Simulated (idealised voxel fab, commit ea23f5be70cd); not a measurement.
Process module heading - voxel ribs on slabs
Shown is cross-section cut, with a width of 215 nm and square cells of size 5 nm.
Reading order for cross-sections: top band down to bottom band. Underlying form: a grid of square cells. Band size: one or more rows of cells.
It is stipulated that each band's entry specify, in nanometres, the height of the top of the band and then that of its bottom, followed by the materials of the band in left-to-right sequence, each together with its width in nanometres. A single material marked by the word "edge to edge" is understood to fill the band from edge to edge; the word "blank" is understood to denote empty space.
Height is counted from the level 0, under which the received wafer is composed throughout of one material. The lowest of the bands is not closed at the bottom but continues downward, in the notation "0 down".
The expression "30->40" gives the width at the extremes of the band, the first number at its top row of cells and the second at its bottom row, with the width changing by equal amounts from each row to the next in between.
"no change occurred" after a step means that no cell of the cross-section changed.
The entry titled "Entrapped void list" provides the empty spaces that have no open way to the top, restricted to those of 8 cells or more. Each is presented as width x height at distance, the distance being measured from the left edge, with all three in nm.
Read whatever lies past the settings on a step's line as the simulator's own remark about the step.
If you see "overlay nm" on a step's line and that step has a mask, it's telling you how far right of where it was planned the mask ended up; a negative number means it went left instead.
Planned step list for the process:
1: RECEIVE,material Si
2: DIRECTIONAL_DEP,material SiO2,thk nm 20
3: DIRECTIONAL_DEP,material polySi,thk nm 25
4: PATTERN,tone cover,mask id RIB,material resist,width nm 30,thk nm 20,overlay nm 0
5: DIRECTIONAL_ETCH,etch materials polySi,depth nm 20
6: STRIP,etch materials resist
7: MASKED_ETCH,tone cover,mask id SLAB,width nm 70,etch materials polySi,depth nm 5,overlay nm 0
8: FILL_DEP,material SiO2,thk nm 25
9: CMP,height nm 65
10: DIRECTIONAL_DEP,material W,thk nm 10
11: MASKED_ETCH,tone cover,mask id HEATER,width nm 40,etch materials W,depth nm 10,overlay nm 0
12: CONFORMAL_DEP,material SiO2,thk nm 10
First of two wafers, processed according to plan:
Cross-section, incoming material, after step 1:
- 0 down: Si edge to edge
- Entrapped void list: none
Step 2 done - wafer cross-section:
- 20 to 0: SiO2 edge to edge
- All layers under 0 are left as they were.
Step 3 done - wafer cross-section:
- 45 to 20: polySi edge to edge
- All layers under 20 are left as they were.
Step 4 done - wafer cross-section:
- 65 to 45: 90 nm blank, then 30 nm resist, then 95 nm blank
- All layers under 45 are left as they were.
Step 5 done - wafer cross-section:
- 65 to 45: 90 nm blank, then 30 nm resist, then 95 nm blank
- 45 to 25: 90 nm blank, then 30 nm polySi, then 95 nm blank
- All layers under 25 are left as they were.
Step 6 done - wafer cross-section:
- 45 to 25: 90 nm blank, then 30 nm polySi, then 95 nm blank
- All layers under 25 are left as they were.
Step 7 done - wafer cross-section:
- 45 to 25: 90 nm blank, then 30 nm polySi, then 95 nm blank
- 25 to 20: 70 nm blank, then 70 nm polySi, then 75 nm blank
- All layers under 20 are left as they were.
Step 8 done - wafer cross-section:
- 70 to 45: SiO2 edge to edge
- 45 to 25: 90 nm SiO2, then 30 nm polySi, then 95 nm SiO2
- 25 to 20: 70 nm SiO2, then 70 nm polySi, then 75 nm SiO2
- All layers under 20 are left as they were.
Step 9 done - wafer cross-section:
- 65 to 45: SiO2 edge to edge
- All layers under 45 are left as they were.
Step 10 done - wafer cross-section:
- 75 to 65: W edge to edge
- All layers under 65 are left as they were.
Step 11 done - wafer cross-section:
- 75 to 65: 85 nm blank, then 40 nm W, then 90 nm blank
- All layers under 65 are left as they were.
Step 12 done - wafer cross-section:
- 85 to 75: 75 nm blank, then 60 nm SiO2, then 80 nm blank
- 75 to 65: 85 nm SiO2, then 40 nm W, then 90 nm SiO2
- All layers under 65 are left as they were.
The second wafer was prepared from the same starting point and under the same plan as the first; its processing contained one mistake, and it remains indistinguishable from the first wafer up to and including step 3:
The second wafer in cross-section, at the planned close of step 4:
- 65 to 45: 90 nm resist, then 30 nm blank, then 95 nm resist
- All layers under 45 are left as they were.
The second wafer in cross-section, at the planned close of step 5:
- 65 to 45: 90 nm resist, then 30 nm blank, then 95 nm resist
- 45 to 25: 90 nm polySi, then 30 nm blank, then 95 nm polySi
- All layers under 25 are left as they were.
The second wafer in cross-section, at the planned close of step 6:
- 45 to 25: 90 nm polySi, then 30 nm blank, then 95 nm polySi
- All layers under 25 are left as they were.
The second wafer in cross-section, at the planned close of step 7:
- 45 to 40: 70 nm blank, then 20 nm polySi, then 30 nm blank, then 20 nm polySi, then 75 nm blank
- All layers under 40 are left as they were.
The second wafer in cross-section, at the planned close of step 8:
- 70 to 45: SiO2 edge to edge
- 45 to 40: 70 nm SiO2, then 20 nm polySi, then 30 nm SiO2, then 20 nm polySi, then 75 nm SiO2
- 40 to 25: 90 nm polySi, then 30 nm SiO2, then 95 nm polySi
- All layers under 25 are left as they were.
The second wafer in cross-section, at the planned close of step 9:
- 65 to 45: SiO2 edge to edge
- All layers under 45 are left as they were.
The second wafer in cross-section, at the planned close of step 10:
- 75 to 65: W edge to edge
- All layers under 65 are left as they were.
The second wafer in cross-section, at the planned close of step 11:
- 75 to 65: 85 nm blank, then 40 nm W, then 90 nm blank
- All layers under 65 are left as they were.
The second wafer in cross-section, at the planned close of step 12:
- 85 to 75: 75 nm blank, then 60 nm SiO2, then 80 nm blank
- 75 to 65: 85 nm SiO2, then 40 nm W, then 90 nm SiO2
- All layers under 65 are left as they were.
Nonconformance to the process plan: step 4 was run on a setting that differed from the plan, and what really ran there is PATTERN,tone open,mask id RIB,material resist,width nm 30,thk nm 20,overlay nm 0
Upon completion, the second wafer contains, in terms of cells, a greater or smaller amount of certain materials than the first wafer: 124 fewer of SiO2, 124 more of polySi
